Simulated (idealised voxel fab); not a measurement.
This section sets out a process module, namely voxel wiring stack.
The cross-section on display is named cut; it measures 170 nm wide, and its cells are 5 nm squares.
Cross-section, as written here: a square-cell grid given band by band from the top down, where a band holds one or more rows of cells. This entry defines a band. It first specifies the height of the band's top and the height of its bottom in nm, and then specifies the band's materials from left to right, stating each material with its width in nm. The word "all across" identifies a single material that fills the band from edge to edge, while the word "air" identifies empty space. Counting heights begins at 0, where everything beneath is, in the wafer as received, one material. The lowest band has no bottom; it goes on downwards, as "from 0 down" shows. It should be noted that a width expressed as "30->40" varies in equal increments from row to row of cells within the band, taking the value of the first number at the top row and that of the second number at the bottom row. "nothing got changed" after a step means that no cell of the cross-section changed. So "Closed cavity list" is basically the list of trapped voids: any empty space of 8 cells or more that can't reach the top through an opening. They're written width x height at distance, the distance being from the left edge, and it's all nm. It should be noted that, on the line of a given step, the content following the step's settings is a remark produced by the simulator itself with respect to that step. overlay nm: where the mask lay relative to plan, measured to the right, on steps with a mask; negatives go left.
**So here's the lineup of process steps we planned**
1. RECEIVE,material Si
2. CONFORMAL_DEP,material SiO2,thk nm 15
3. DIRECTIONAL_DEP,material TiN,thk nm 5
4. DIRECTIONAL_DEP,material W,thk nm 25
5. MASKED_ETCH,tone cover,mask id METAL_1,width nm 30,pitch nm 45,etch materials W,depth nm 25,overlay nm 0
6. MASKED_ETCH,tone cover,mask id METAL_1,width nm 30,pitch nm 45,etch materials TiN,depth nm 5,overlay nm 0
7. CONFORMAL_DEP,material SiCN,thk nm 5
8. FILL_DEP,material SiO2,thk nm 5
9. CMP,height nm 45
10. CONFORMAL_DEP,material SiCN,thk nm 5
11. DIRECTIONAL_DEP,material SiO2,thk nm 30
12. DIRECTIONAL_DEP,material aC,thk nm 15
13. PATTERN,tone open,mask id METAL_2_HOLES,material resist,width nm 15,pitch nm 90,thk nm 35,overlay nm 0
14. DIRECTIONAL_ETCH,etch materials aC,depth nm 15
15. STRIP,etch materials resist
16. DIRECTIONAL_ETCH,etch materials SiO2,depth nm 30
17. STRIP,etch materials aC
18. PATTERN,tone open,mask id METAL_2,material resist,width nm 30,pitch nm 45,thk nm 15,overlay nm 0
19. DIRECTIONAL_ETCH,etch materials SiO2,depth nm 15
20. DIRECTIONAL_ETCH,etch materials SiCN,depth nm 5
21. STRIP,etch materials resist
22. CONFORMAL_DEP,material TiN,thk nm 5
23. FILL_DEP,material Ru,thk nm 10
24. CMP,height nm 80
25. CONFORMAL_DEP,material SiCN,thk nm 5
**Wafer as received: cross-section following step 1**
- from 0 down | Si all across
- Closed cavity list: none
**As-planned run: cross-section of the first of two wafers at end of module**
- from 85 to 80 | SiCN all across
- from 80 to 70 | SiO2 25 nm | TiN 5 nm | Ru 20 nm | TiN 5 nm | SiO2 15 nm | TiN 5 nm | Ru 20 nm | TiN 5 nm | SiO2 15 nm | TiN 5 nm | Ru 20 nm | TiN 5 nm | SiO2 25 nm
- from 70 to 65 | SiO2 25 nm | TiN 5 nm | Ru 5 nm | TiN 20 nm | SiO2 15 nm | TiN 30 nm | SiO2 15 nm | TiN 5 nm | Ru 5 nm | TiN 20 nm | SiO2 25 nm
- from 65 to 50 | SiO2 25 nm | TiN 5 nm | Ru 5 nm | TiN 5 nm | SiO2 75 nm | TiN 5 nm | Ru 5 nm | TiN 5 nm | SiO2 40 nm
- from 50 to 45 | SiCN 25 nm | TiN 15 nm | SiCN 75 nm | TiN 15 nm | SiCN 40 nm
- from 45 to 20 | SiO2 20 nm | SiCN 5 nm | W 30 nm | SiCN 5 nm | SiO2 5 nm | SiCN 5 nm | W 30 nm | SiCN 5 nm | SiO2 5 nm | SiCN 5 nm | W 30 nm | SiCN 5 nm | SiO2 20 nm
- from 20 to 15 | SiCN 25 nm | TiN 30 nm | SiCN 15 nm | TiN 30 nm | SiCN 15 nm | TiN 30 nm | SiCN 25 nm
- from 15 to 0 | SiO2 all across
- from 0 down | Si all across
- Closed cavity list: none
**Cross-sectional view of the second of two wafers upon completion of the module. This wafer shared its starting condition and process plan with the first; one error was made during its execution**
- from 85 to 80 | SiCN all across
- from 80 to 70 | SiO2 25 nm | TiN 5 nm | Ru 20 nm | TiN 5 nm | SiO2 15 nm | TiN 5 nm | Ru 20 nm | TiN 5 nm | SiO2 15 nm | TiN 5 nm | Ru 20 nm | TiN 5 nm | SiO2 25 nm
- from 70 to 65 | SiO2 25 nm | TiN 5 nm | Ru 5 nm | TiN 20 nm | SiO2 15 nm | TiN 30 nm | SiO2 15 nm | TiN 5 nm | Ru 5 nm | TiN 20 nm | SiO2 25 nm
- from 65 to 50 | SiO2 25 nm | TiN 5 nm | Ru 5 nm | TiN 5 nm | SiO2 75 nm | TiN 5 nm | Ru 5 nm | TiN 5 nm | SiO2 40 nm
- from 50 to 45 | SiCN 25 nm | TiN 15 nm | SiCN 75 nm | TiN 15 nm | SiCN 40 nm
- from 45 to 25 | SiO2 20 nm | SiCN 5 nm | W 30 nm | SiCN 5 nm | SiO2 5 nm | SiCN 5 nm | W 30 nm | SiCN 5 nm | SiO2 5 nm | SiCN 5 nm | W 30 nm | SiCN 5 nm | SiO2 20 nm
- from 25 to 20 | SiO2 10 nm | SiCN 15 nm | W 30 nm | SiCN 15 nm | W 30 nm | SiCN 15 nm | W 30 nm | SiCN 5 nm | SiO2 20 nm
- from 20 to 15 | SiCN 15 nm | TiN 40 nm | SiCN 5 nm | TiN 40 nm | SiCN 5 nm | TiN 40 nm | SiCN 25 nm
- from 15 to 0 | SiO2 all across
- from 0 down | Si all across
- Closed cavity list: none
What was done differently from what was planned? not per plan at step 6, really ran MASKED_ETCH,tone cover,mask id METAL_1,width nm 30,pitch nm 45,etch materials TiN,depth nm 5,overlay nm -10
Count the cells at the end and the second wafer has more or fewer of some materials than the first: SiCN -2, SiO2 -4, TiN +6
